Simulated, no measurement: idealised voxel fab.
process module | voxel lift off
cross-section cut | 250 nm wide | cells 5 nm
A cross-section is a grid of square cells, given in bands from the top down. A band is one or more rows of cells.
Each band's line starts with the height of the band's top and of its bottom, in nm. Then come its materials from left to right, each with its width in nm. One material with "throughout" fills the band from edge to edge. "air" is empty space.
Height 0 is the level under which the wafer as received is all one material. The lowest band goes on downwards, as in "0 down".
A width such as "30 to 40" changes by the same amount from each row of cells to the next, from the band's top row to its bottom row.
"no change" after a step means that no cell of the cross-section changed.
closed voids: empty space of 8 cells or more with no open way to the top, each as width x height at its distance from the left edge, in nm
after a step's settings: what the simulator itself notes on the step
overlay nm, on a step with a mask: how far to the right of its planned place the mask lay; to the left if negative
plan
1 op RECEIVE | material Si
2 op CONFORMAL_DEP | material SiN | thk nm 15
3 op PATTERN | tone open | mask id LINES | material resist | width nm 30 | pitch nm 50 | thk nm 25 | overlay nm 0
4 op DIRECTIONAL_DEP | material Ru | thk nm 15
5 op STRIP | etch materials resist
6 op CONFORMAL_DEP | material SiCN | thk nm 10
first wafer, as planned
as received, after step 1
  0 down: Si throughout
  closed voids: none
after step 2
  15 to 0: SiN throughout
  below 0: unchanged
after step 3
  40 to 15: resist 35 | air 30 | resist 20 | air 30 | resist 20 | air 30 | resist 20 | air 30 | resist 35
  below 15: unchanged
after step 4
  55 to 40: Ru 35 | air 30 | Ru 20 | air 30 | Ru 20 | air 30 | Ru 20 | air 30 | Ru 35
  40 to 30: resist 35 | air 30 | resist 20 | air 30 | resist 20 | air 30 | resist 20 | air 30 | resist 35
  30 to 15: resist 35 | Ru 30 | resist 20 | Ru 30 | resist 20 | Ru 30 | resist 20 | Ru 30 | resist 35
  below 15: unchanged
after step 5
  30 to 15: air 35 | Ru 30 | air 20 | Ru 30 | air 20 | Ru 30 | air 20 | Ru 30 | air 35
  below 15: unchanged
after step 6
  40 to 30: air 25 | SiCN 200 | air 25
  30 to 25: air 25 | SiCN 10 | Ru 30 | SiCN 20 | Ru 30 | SiCN 20 | Ru 30 | SiCN 20 | Ru 30 | SiCN 10 | air 25
  25 to 15: SiCN 35 | Ru 30 | SiCN 20 | Ru 30 | SiCN 20 | Ru 30 | SiCN 20 | Ru 30 | SiCN 35
  below 15: unchanged
second wafer: like start, like plan, one mistake. Through step 2 it matches the first wafer
when step 3 should have ended
  40 to 15: resist 40 | air 20 | resist 30 | air 20 | resist 30 | air 20 | resist 30 | air 20 | resist 40
  below 15: unchanged
when step 4 should have ended
  55 to 40: Ru 40 | air 20 | Ru 30 | air 20 | Ru 30 | air 20 | Ru 30 | air 20 | Ru 40
  40 to 30: resist 40 | air 20 | resist 30 | air 20 | resist 30 | air 20 | resist 30 | air 20 | resist 40
  30 to 15: resist 40 | Ru 20 | resist 30 | Ru 20 | resist 30 | Ru 20 | resist 30 | Ru 20 | resist 40
  below 15: unchanged
when step 5 should have ended
  30 to 15: air 40 | Ru 20 | air 30 | Ru 20 | air 30 | Ru 20 | air 30 | Ru 20 | air 40
  below 15: unchanged
when step 6 should have ended
  40 to 30: air 30 | SiCN 40 | air 10 | SiCN 40 | air 10 | SiCN 40 | air 10 | SiCN 40 | air 30
  30 to 25: air 30 | SiCN 10 | Ru 20 | SiCN 10 | air 10 | SiCN 10 | Ru 20 | SiCN 10 | air 10 | SiCN 10 | Ru 20 | SiCN 10 | air 10 | SiCN 10 | Ru 20 | SiCN 10 | air 30
  25 to 15: SiCN 40 | Ru 20 | SiCN 30 | Ru 20 | SiCN 30 | Ru 20 | SiCN 30 | Ru 20 | SiCN 40
  below 15: unchanged
what went wrong: step 3 ran as: op PATTERN | tone open | mask id LINES | material resist | width nm 20 | pitch nm 50 | thk nm 25 | overlay nm 0
at the end the second wafer has, in cells: 24 fewer of Ru
